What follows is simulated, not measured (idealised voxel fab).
Documented hereafter: the process module known as voxel self aligned vias.
FYI the section here is cut, 275 nm wide, cells are 5 nm squares.
Cross-sections here: square-cell grids, written as top-down lists of bands, a band being one or more rows of cells.
Top height, bottom height, nm. Materials left to right, width each, nm. Single material + "all across" = fills band edge to edge. "empty" = empty.
Height is counted from the level 0, under which the received wafer is composed throughout of one material. The lowest of the bands is not closed at the bottom but continues downward, in the notation "top 0, no bottom".
A width such as "30..40" changes by the same amount from each row of cells to the next, from the band's top row to its bottom row.
"identical to before" for a step: no cell of the cross-section changed in that step.
In the "Closed void table" entry, you get each enclosed empty space of 8 cells or more, one with no open way to the top, written width x height at distance, distance from the left edge, in nm.
Where a step's line continues beyond its settings, the continuation is a remark by the simulator itself on that step.
Each step line may optionally specify "overlay nm", which for a step with a mask gives the rightward distance between the mask's planned place and where it lay, a negative value indicating the leftward direction.

Listed below are the process steps as planned
1) RECEIVE: material Si
2) CONFORMAL_DEP: material SiO2, thk nm 15
3) CONFORMAL_DEP: material SiCN, thk nm 5
4) DIRECTIONAL_DEP: material SiO2, thk nm 20
5) PATTERN: tone open, mask id LINES, material resist, width nm 20, pitch nm 55, thk nm 15, overlay nm 0
6) DIRECTIONAL_ETCH: etch materials SiO2, depth nm 20
7) STRIP: etch materials resist
8) CONFORMAL_DEP: material TiN, thk nm 5
9) FILL_DEP: material Ru, thk nm 5
10) CMP: height nm 40
11) SELECTIVE_ETCH: etch materials W Ru TiN, depth nm 10
12) FILL_DEP: material SiN, thk nm 5
13) CMP: height nm 40
14) DIRECTIONAL_DEP: material SiO2, thk nm 15
15) MASKED_ETCH: tone open, mask id VIAS, width nm 30, pitch nm 55, etch materials SiO2, depth nm 15, overlay nm 0
16) MASKED_ETCH: tone open, mask id VIAS, width nm 30, pitch nm 55, etch materials SiN, depth nm 10, overlay nm 0
17) CONFORMAL_DEP: material TiN, thk nm 5
18) FILL_DEP: material W, thk nm 5
19) CMP: height nm 55
20) CONFORMAL_DEP: material SiCN, thk nm 5

This is the cross-section of the wafer as we received it, i.e. after step 1
    top 0, no bottom = Si all across
    Closed void table: none

Figure: cross-sectional view of the wafer upon completion of the module, processed from the initial state and according to the plan depicted above, with one error introduced during execution
    top 60, bottom 55 = SiCN all across
    top 55, bottom 40 = SiO2 (65) / TiN (5) / W (20) / TiN (5) / SiO2 (25) / TiN (5) / W (20) / TiN (5) / SiO2 (25) / TiN (5) / W (20) / TiN (5) / SiO2 (70)
    top 40, bottom 35 = SiN (65) / TiN (10) / W (10) / TiN (10) / SiN (25) / TiN (10) / W (10) / TiN (10) / SiN (25) / TiN (10) / W (10) / TiN (10) / SiN (70)
    top 35, bottom 30 = SiO2 (70) / TiN (20) / SiO2 (35) / TiN (20) / SiO2 (35) / TiN (20) / SiO2 (75)
    top 30, bottom 20 = SiO2 (70) / TiN (5) / Ru (10) / TiN (5) / SiO2 (35) / TiN (5) / Ru (10) / TiN (5) / SiO2 (35) / TiN (5) / Ru (10) / TiN (5) / SiO2 (75)
    top 20, bottom 15 = SiO2 (70) / TiN (20) / SiO2 (35) / TiN (20) / SiO2 (35) / TiN (20) / SiO2 (75)
    top 15, bottom 0 = SiO2 all across
    top 0, no bottom = Si all across
    Closed void table: none
The mistake made against the process plan was this: the plan's step 3 was left out and never carried out
